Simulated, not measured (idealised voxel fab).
Process module name: voxel capacitor over wiring
The cross-section on display is named cut; it measures 270 nm wide, and its cells are 5 nm squares.
Cross-sections here: square-cell grids, written as top-down lists of bands, a band being one or more rows of cells.
Heads up on the band format: heights come first, top then bottom, in nm. After that it's the materials left to right, each with its width in nm. A single material flagged "full width" fills the whole band edge to edge, and "empty" means there's empty space there.
Measure heights from 0. That's the level where, below it, the as-received wafer is all one material. The lowest band is bottomless and extends downward; write it as in "0..down".
When a width is written as two numbers, as in "30..40", the first number is the width in the top row of cells of the band and the second is the width in its bottom row, and the width changes by the same amount from each row to the next.
"left unchanged" (step): cross-section cells unchanged, all of them.
In "Enclosed void listing" the enclosed voids are listed, meaning empty spaces of 8 cells or larger without any opening to the top. The form is width x height at distance, distance from the left edge, units nm.
The remark found on a step's line after its settings is issued by the simulator itself and pertains to that step.
overlay nm: how far to the right of its planned place the mask lay on this masked step (negative: to the left).

This section lists the process steps that were planned
1: RECEIVE,material Si
2: CONFORMAL_DEP,material SiO2,thk nm 15
3: CONFORMAL_DEP,material SiCN,thk nm 5
4: DIRECTIONAL_DEP,material SiO2,thk nm 25
5: MASKED_ETCH,tone open,mask id METAL_1,width nm 20,pitch nm 90,etch materials SiO2,depth nm 25,overlay nm 0
6: MASKED_ETCH,tone open,mask id METAL_1,width nm 20,pitch nm 90,etch materials SiCN,depth nm 5,overlay nm 0
7: CONFORMAL_DEP,material TiN,thk nm 5
8: FILL_DEP,material Cu,thk nm 10
9: CMP,height nm 45
10: EPI,material Ru,thk nm 5
11: FILL_DEP,material SiCN,thk nm 5
12: DIRECTIONAL_DEP,material lowk,thk nm 10
13: MASKED_ETCH,tone open,mask id PLUG_1,width nm 15,etch materials lowk,depth nm 10,overlay nm 0
14: MASKED_ETCH,tone open,mask id PLUG_1,width nm 15,etch materials SiCN,depth nm 5,overlay nm 0
15: CONFORMAL_DEP,material TiN,thk nm 5
16: FILL_DEP,material W,thk nm 10
17: CMP,height nm 65
18: DIRECTIONAL_DEP,material TiN,thk nm 5
19: DIRECTIONAL_DEP,material HfO2,thk nm 5
20: DIRECTIONAL_DEP,material TiN,thk nm 10
21: MASKED_ETCH,tone cover,mask id UPPER_PLATE,width nm 75,etch materials TiN,depth nm 10,overlay nm 0
22: MASKED_ETCH,tone cover,mask id UPPER_PLATE,width nm 75,etch materials HfO2,depth nm 5,overlay nm 0
23: MASKED_ETCH,tone cover,mask id LOWER_PLATE,width nm 85,etch materials TiN,depth nm 5,overlay nm 0
24: FILL_DEP,material SiO2,thk nm 20
25: CMP,height nm 100
26: MASKED_ETCH,tone open,mask id PLUG_2,width nm 15,etch materials SiO2,depth nm 15,overlay nm -15
27: CONFORMAL_DEP,material TiN,thk nm 5
28: FILL_DEP,material W,thk nm 10
29: CMP,height nm 100
30: CONFORMAL_DEP,material SiCN,thk nm 5
Quick note for whoever runs this: the wafers start identical, but the overlay nm at step 26 isn't the same across them. The plan just shows what the first wafer had.

Received wafers, first of several: cross-section after step 1
0..down: Si full width
Enclosed void listing: none

Each wafer at the end: cells of each material gained (+) or lost (-) since it was received, then its closed voids
overlay nm -15; +20 Cu; +15 HfO2; +12 Ru; +193 SiCN; +699 SiO2; +89 TiN; +4 W; +102 lowk; Enclosed void listing: none
overlay nm -10; +20 Cu; +15 HfO2; +12 Ru; +193 SiCN; +699 SiO2; +89 TiN; +4 W; +102 lowk; Enclosed void listing: none
overlay nm -5; +20 Cu; +15 HfO2; +12 Ru; +193 SiCN; +699 SiO2; +89 TiN; +4 W; +102 lowk; Enclosed void listing: none
overlay nm 0; +20 Cu; +15 HfO2; +12 Ru; +193 SiCN; +699 SiO2; +89 TiN; +4 W; +102 lowk; Enclosed void listing: none
overlay nm 5; +20 Cu; +15 HfO2; +12 Ru; +193 SiCN; +699 SiO2; +89 TiN; +4 W; +102 lowk; Enclosed void listing: none
overlay nm 10; +20 Cu; +15 HfO2; +12 Ru; +193 SiCN; +699 SiO2; +89 TiN; +4 W; +102 lowk; Enclosed void listing: none
overlay nm 15; +20 Cu; +15 HfO2; +12 Ru; +193 SiCN; +699 SiO2; +89 TiN; +4 W; +102 lowk; Enclosed void listing: none
